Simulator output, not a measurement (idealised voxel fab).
Process module name: voxel ribs on slabs
Cross-sectional view cut (width: 175 nm; square cell size: 5 nm).
Cross-section, as written here: a square-cell grid given band by band from the top down, where a band holds one or more rows of cells. Heights first: top, then bottom, in nm. Then materials, left to right, each with a width in nm. "all across" on a single material: fills the band edge to edge. "air": empty space. For the purposes of this specification, 0 denotes the height below which the wafer in its as-received condition is composed wholly of one material, and the lowermost band, lacking a lower limit, extends downward without end, as expressed in "0 nm and below". When a width is written as two numbers, as in "30..40", the first number is the width in the top row of cells of the band and the second is the width in its bottom row, and the width changes by the same amount from each row to the next. The designation "no modification", where it is given for a processing step, indicates that no cell of the cross-section was altered in the course of that step. Voids not open to the top, 8 cells minimum: see "Internal closed voids". Written width x height at distance; distance is from the left edge; nm. It should be noted that, on the line of a given step, the content following the step's settings is a remark produced by the simulator itself with respect to that step. If you see "overlay nm" on a step's line and that step has a mask, it's telling you how far right of where it was planned the mask ended up; a negative number means it went left instead.
**Process steps - plan**
- 1: RECEIVE,material Si
- 2: DIRECTIONAL_DEP,material SiO2,thk nm 20
- 3: DIRECTIONAL_DEP,material SiN,thk nm 15
- 4: MASKED_ETCH,tone cover,mask id RIB,width nm 25,etch materials SiN,depth nm 5,overlay nm 0
- 5: MASKED_ETCH,tone cover,mask id SLAB,width nm 55,etch materials SiN,depth nm 10,overlay nm 0
- 6: FILL_DEP,material SiO2,thk nm 15
- 7: CMP,height nm 45
- 8: DIRECTIONAL_DEP,material W,thk nm 10
- 9: PATTERN,tone cover,mask id HEATER,material resist,width nm 35,thk nm 15,overlay nm 0
- 10: DIRECTIONAL_ETCH,etch materials W,depth nm 10
- 11: STRIP,etch materials resist
- 12: CONFORMAL_DEP,material SiN,thk nm 10
**Cross-sectional view of the wafer in its as-received condition, corresponding to the state after step 1**
0 nm and below: Si all across
Internal closed voids: none
**Module complete - cross-section of the first of two wafers, run according to plan**
65 nm to 55 nm: air=60; SiN=55; air=60
55 nm to 45 nm: SiN=70; W=35; SiN=70
45 nm to 35 nm: SiO2 all across
35 nm to 30 nm: SiO2=75; SiN=25; SiO2=75
30 nm to 20 nm: SiO2=60; SiN=55; SiO2=60
20 nm to 0 nm: SiO2 all across
0 nm and below: Si all across
Internal closed voids: none
**Wafer two (of two), end-of-module cross-section: start = wafer one, plan = wafer one, one run mistake**
65 nm to 55 nm: air=60; SiN=55; air=60
55 nm to 45 nm: SiN=70; W=35; SiN=70
45 nm to 35 nm: SiO2 all across
35 nm to 30 nm: SiO2=65; SiN=25; SiO2=85
30 nm to 20 nm: SiO2=60; SiN=55; SiO2=60
20 nm to 0 nm: SiO2 all across
0 nm and below: Si all across
Internal closed voids: none
Short version of what went wrong: step 4 ran as: MASKED_ETCH,tone cover,mask id RIB,width nm 25,etch materials SiN,depth nm 5,overlay nm -10
The two final wafers agree on how many cells each material fills and disagree on which cells those are.
